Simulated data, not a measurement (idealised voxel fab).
voxel spacer lines: a process module
This is section cut - it's 280 nm across, gridded in 5 nm square cells.
This document writes a cross-section as a grid whose cells are square, and gives it as bands, listed from the top down; one or more rows of cells form a band.
Heads up on the band format: heights come first, top then bottom, in nm. After that it's the materials left to right, each with its width in nm. A single material flagged "all across" fills the whole band edge to edge, and "air" means there's empty space there.
Height reference: 0 = level under which incoming wafer is all one material. Lowest band: no bottom, runs on downward, e.g. "from 0 down".
Width "30->40": first value at the band's top row of cells, second value at its bottom row, equal change from row to row.
Given "no modification" for a step, no cell of the cross-section differs between before and after that step.
"Voids lacking openings": sealed empty spaces, 8 cells or more, no open way to top, listed width x height at distance, with distance from the left edge and width, height and distance in nm.
Read whatever lies past the settings on a step's line as the simulator's own remark about the step.
overlay nm: right-of-plan distance of the mask on a masked step; negative values mean left-of-plan.

PROCESS STEPS - PLAN
- 1: RECEIVE | material Si
- 2: CONFORMAL_DEP | material Al2O3 | thk nm 10
- 3: DIRECTIONAL_DEP | material SiN | thk nm 10
- 4: DIRECTIONAL_DEP | material aC | thk nm 20
- 5: PATTERN | tone cover | mask id MANDREL | material resist | width nm 15 | pitch nm 50 | thk nm 25 | overlay nm 0
- 6: DIRECTIONAL_ETCH | etch materials aC | depth nm 20
- 7: STRIP | etch materials resist
- 8: CONFORMAL_DEP | material SiO2 | thk nm 10
- 9: DIRECTIONAL_ETCH | etch materials SiO2 | depth nm 10
- 10: STRIP | etch materials aC
- 11: DIRECTIONAL_ETCH | etch materials SiN | depth nm 10
- 12: STRIP | etch materials SiO2
- 13: FILL_DEP | material SiO2 | thk nm 10
- 14: CMP | height nm 20
Split variable: width nm, step 5. Plan value = first wafer. Wafers start alike.

CROSS-SECTION OF THE FIRST OF SEVERAL WAFERS AS RECEIVED (AFTER STEP 1)
from 0 down | Si all across
Voids lacking openings: none

MODULE END STATE AFTER FINAL STEP 14: CROSS-SECTION OF THE FIRST OF SEVERAL WAFERS
from 20 to 10 | SiO2=95, then SiN=10, then SiO2=15, then SiN=10, then SiO2=15, then SiN=10, then SiO2=15, then SiN=10, then SiO2=100
from 10 to 0 | Al2O3 all across
from 0 down | Si all across
Voids lacking openings: none

WAFER CROSS-SECTION (LAST WAFER, MODULE END)
from 20 to 10 | SiO2=90, then SiN=10, then SiO2=30, then SiN=20, then SiO2=30, then SiN=10, then SiO2=90
from 10 to 0 | Al2O3 all across
from 0 down | Si all across
Voids lacking openings: none

EACH WAFER AT THE END: CELLS OF EACH MATERIAL GAINED (+) OR LOST (-) SINCE IT WAS RECEIVED, THEN ITS CLOSED VOIDS
width nm 15; +112 Al2O3; +16 SiN; +96 SiO2; Voids lacking openings: none
width nm 20; +112 Al2O3; +16 SiN; +96 SiO2; Voids lacking openings: none
width nm 25; +112 Al2O3; +16 SiN; +96 SiO2; Voids lacking openings: none
width nm 30; +112 Al2O3; +16 SiN; +96 SiO2; Voids lacking openings: none
